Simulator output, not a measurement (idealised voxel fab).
Process module, titled voxel gate over fins
The cross-section on display is named cut; it measures 280 nm wide, and its cells are 5 nm squares.
If you're reading a cross-section in this doc, picture square cells in a grid; it comes to you as bands, top ones listed first down to the bottom, and a band can be one or more rows of cells. Band entry format. Leading values: height of top, height of bottom, nm. Remainder: materials in left-to-right order, each with its width in nm. Special words: "edge to edge" on a single material, which then fills the band edge to edge; "blank", empty space. Zero point of the height axis is 0; under it, received wafer = one material. Lowest band: continues down indefinitely, "0 and below". The expression "30->40" gives the width at the extremes of the band, the first number at its top row of cells and the second at its bottom row, with the width changing by equal amounts from each row to the next in between. What does "no modification" mean for a step? It means no cell of the cross-section changed in that step. Listed in "Cavities, sealed": every empty space of 8 or more cells without an open way to the top. Form: width x height at distance, the distance being from the left edge, all in nm. Note: text after step settings on the step line = simulator remark on that step. Regarding "overlay nm": on a step with a mask, it is the distance the mask lay to the right of its planned place; a negative value places it to the left.
-- Set out below are the planned steps of the process
step 1: RECEIVE, material Si
step 2: CONFORMAL_DEP, material SiN, thk nm 10
step 3: DIRECTIONAL_DEP, material aC, thk nm 10
step 4: PATTERN, tone cover, mask id FINS, material resist, width nm 15, pitch nm 60, thk nm 30, overlay nm 0
step 5: DIRECTIONAL_ETCH, etch materials aC, depth nm 10
step 6: STRIP, etch materials resist
step 7: DIRECTIONAL_ETCH, etch materials SiN, depth nm 10
step 8: DIRECTIONAL_ETCH, etch materials Si, depth nm 35
step 9: STRIP, etch materials aC
step 10: FILL_DEP, material SiO2, thk nm 15
step 11: CMP, height nm 10
step 12: DIRECTIONAL_DEP, material aC, thk nm 10
step 13: PATTERN, tone open, mask id RAIL, material resist, width nm 15, thk nm 25, overlay nm 0
step 14: DIRECTIONAL_ETCH, etch materials aC, depth nm 10
step 15: STRIP, etch materials resist
step 16: DIRECTIONAL_ETCH, etch materials SiO2, depth nm 40
step 17: STRIP, etch materials aC
step 18: CONFORMAL_DEP, material TiN, thk nm 5
step 19: FILL_DEP, material W, thk nm 5
step 20: CMP, height nm 10
step 21: SELECTIVE_ETCH, etch materials W Ru TiN, depth nm 30
step 22: FILL_DEP, material SiO2, thk nm 5
step 23: CMP, height nm 10
step 24: SELECTIVE_ETCH, etch materials SiO2, depth nm 25
step 25: STRIP, etch materials SiN
step 26: CONFORMAL_DEP, material HfO2, thk nm 5
step 27: CONFORMAL_DEP, material TiN, thk nm 5
step 28: CONFORMAL_DEP, material TiAl, thk nm 5
step 29: CONFORMAL_DEP, material TiN, thk nm 5
step 30: FILL_DEP, material W, thk nm 10
step 31: CMP, height nm 25
step 32: CONFORMAL_DEP, material SiCN, thk nm 10
Don't read the plan's thk nm for step 26 as applying to every wafer: that's the first wafer's value, and the wafers differ in it, though they all start identical.
-- Cross-section: the first of several wafers in its as-received state, i.e. following step 1
0 and below  Si edge to edge
Cavities, sealed: none
-- At the end of the module, after its last step, step 32, the first of several wafers appears in cross-section as follows
35 down to 25  SiCN edge to edge
25 down to 20  W edge to edge
20 down to 15  20 of W, then 55 of TiN, then 5 of W, then 55 of TiN, then 5 of W, then 55 of TiN, then 5 of W, then 55 of TiN, then 25 of W
15 down to 10  20 of W, then 5 of TiN, then 45 of TiAl, then 5 of TiN, then 5 of W, then 5 of TiN, then 45 of TiAl, then 5 of TiN, then 5 of W, then 5 of TiN, then 45 of TiAl, then 5 of TiN, then 5 of W, then 5 of TiN, then 45 of TiAl, then 5 of TiN, then 25 of W
10 down to 5  20 of W, then 5 of TiN, then 5 of TiAl, then 35 of TiN, then 5 of TiAl, then 5 of TiN, then 5 of W, then 5 of TiN, then 5 of TiAl, then 35 of TiN, then 5 of TiAl, then 5 of TiN, then 5 of W, then 5 of TiN, then 5 of TiAl, then 35 of TiN, then 5 of TiAl, then 5 of TiN, then 5 of W, then 5 of TiN, then 5 of TiAl, then 35 of TiN, then 5 of TiAl, then 5 of TiN, then 25 of W
5 down to 0  25 of TiN, then 5 of TiAl, then 5 of TiN, then 25 of HfO2, then 5 of TiN, then 5 of TiAl, then 15 of TiN, then 5 of TiAl, then 5 of TiN, then 25 of HfO2, then 5 of TiN, then 5 of TiAl, then 15 of TiN, then 5 of TiAl, then 5 of TiN, then 25 of HfO2, then 5 of TiN, then 5 of TiAl, then 15 of TiN, then 5 of TiAl, then 5 of TiN, then 25 of HfO2, then 5 of TiN, then 5 of TiAl, then 30 of TiN
0 down to -5  30 of TiAl, then 5 of TiN, then 5 of HfO2, then 15 of Si, then 5 of HfO2, then 5 of TiN, then 25 of TiAl, then 5 of TiN, then 5 of HfO2, then 15 of Si, then 5 of HfO2, then 5 of TiN, then 25 of TiAl, then 5 of TiN, then 5 of HfO2, then 15 of Si, then 5 of HfO2, then 5 of TiN, then 25 of TiAl, then 5 of TiN, then 5 of HfO2, then 15 of Si, then 5 of HfO2, then 5 of TiN, then 35 of TiAl
-5 down to -10  35 of TiN, then 5 of HfO2, then 15 of Si, then 5 of HfO2, then 35 of TiN, then 5 of HfO2, then 15 of Si, then 5 of HfO2, then 35 of TiN, then 5 of HfO2, then 15 of Si, then 5 of HfO2, then 35 of TiN, then 5 of HfO2, then 15 of Si, then 5 of HfO2, then 40 of TiN
-10 down to -15  40 of HfO2, then 15 of Si, then 45 of HfO2, then 15 of Si, then 45 of HfO2, then 15 of Si, then 45 of HfO2, then 15 of Si, then 45 of HfO2
-15 down to -20  40 of SiO2, then 15 of Si, then 45 of SiO2, then 15 of Si, then 45 of SiO2, then 15 of Si, then 45 of SiO2, then 15 of Si, then 45 of SiO2
-20 down to -25  40 of SiO2, then 15 of Si, then 15 of SiO2, then 5 of TiN, then 5 of W, then 5 of TiN, then 15 of SiO2, then 15 of Si, then 45 of SiO2, then 15 of Si, then 45 of SiO2, then 15 of Si, then 45 of SiO2
-25 down to -30  40 of SiO2, then 15 of Si, then 15 of SiO2, then 15 of TiN, then 15 of SiO2, then 15 of Si, then 45 of SiO2, then 15 of Si, then 45 of SiO2, then 15 of Si, then 45 of SiO2
-30 down to -35  40 of SiO2, then 15 of Si, then 45 of SiO2, then 15 of Si, then 45 of SiO2, then 15 of Si, then 45 of SiO2, then 15 of Si, then 45 of SiO2
-35 and below  Si edge to edge
Cavities, sealed: none
-- End of module, last wafer sectioned
35 down to 25  SiCN edge to edge
25 down to 20  5 of W, then 5 of TiN, then 5 of TiAl, then 245 of TiN, then 5 of TiAl, then 5 of TiN, then 10 of W
20 down to 15  10 of TiN, then 5 of TiAl, then 5 of TiN, then 55 of HfO2, then 5 of TiN, then 55 of HfO2, then 5 of TiN, then 55 of HfO2, then 5 of TiN, then 55 of HfO2, then 5 of TiN, then 5 of TiAl, then 15 of TiN
15 down to 10  15 of TiAl, then 5 of TiN, then 55 of HfO2, then 5 of TiN, then 55 of HfO2, then 5 of TiN, then 55 of HfO2, then 5 of TiN, then 55 of HfO2, then 5 of TiN, then 20 of TiAl
10 down to 5  20 of TiN, then 55 of HfO2, then 5 of TiN, then 55 of HfO2, then 5 of TiN, then 55 of HfO2, then 5 of TiN, then 55 of HfO2, then 25 of TiN
5 down to 0  HfO2 edge to edge
0 down to -15  40 of HfO2, then 15 of Si, then 45 of HfO2, then 15 of Si, then 45 of HfO2, then 15 of Si, then 45 of HfO2, then 15 of Si, then 45 of HfO2
-15 down to -20  40 of SiO2, then 15 of Si, then 45 of SiO2, then 15 of Si, then 45 of SiO2, then 15 of Si, then 45 of SiO2, then 15 of Si, then 45 of SiO2
-20 down to -25  40 of SiO2, then 15 of Si, then 15 of SiO2, then 5 of TiN, then 5 of W, then 5 of TiN, then 15 of SiO2, then 15 of Si, then 45 of SiO2, then 15 of Si, then 45 of SiO2, then 15 of Si, then 45 of SiO2
-25 down to -30  40 of SiO2, then 15 of Si, then 15 of SiO2, then 15 of TiN, then 15 of SiO2, then 15 of Si, then 45 of SiO2, then 15 of Si, then 45 of SiO2, then 15 of Si, then 45 of SiO2
-30 down to -35  40 of SiO2, then 15 of Si, then 45 of SiO2, then 15 of Si, then 45 of SiO2, then 15 of Si, then 45 of SiO2, then 15 of Si, then 45 of SiO2
-35 and below  Si edge to edge
Cavities, sealed: none
-- Note: the following table is arranged by wafer, a row apiece. Each row reports the end-of-module state: per material, cells gained (+) or cells lost (-) compared with the wafer as received; closed voids follow
thk nm 5; +80 HfO2; -308 Si; +112 SiCN; +170 SiO2; +80 TiAl; +165 TiN; +93 W; Cavities, sealed: none
thk nm 10; +160 HfO2; -308 Si; +112 SiCN; +170 SiO2; +80 TiAl; +156 TiN; +22 W; Cavities, sealed: none
thk nm 15; +240 HfO2; -308 Si; +112 SiCN; +170 SiO2; +71 TiAl; +96 TiN; +11 W; Cavities, sealed: none
thk nm 20; +320 HfO2; -308 Si; +112 SiCN; +170 SiO2; +11 TiAl; +83 TiN; +4 W; Cavities, sealed: none
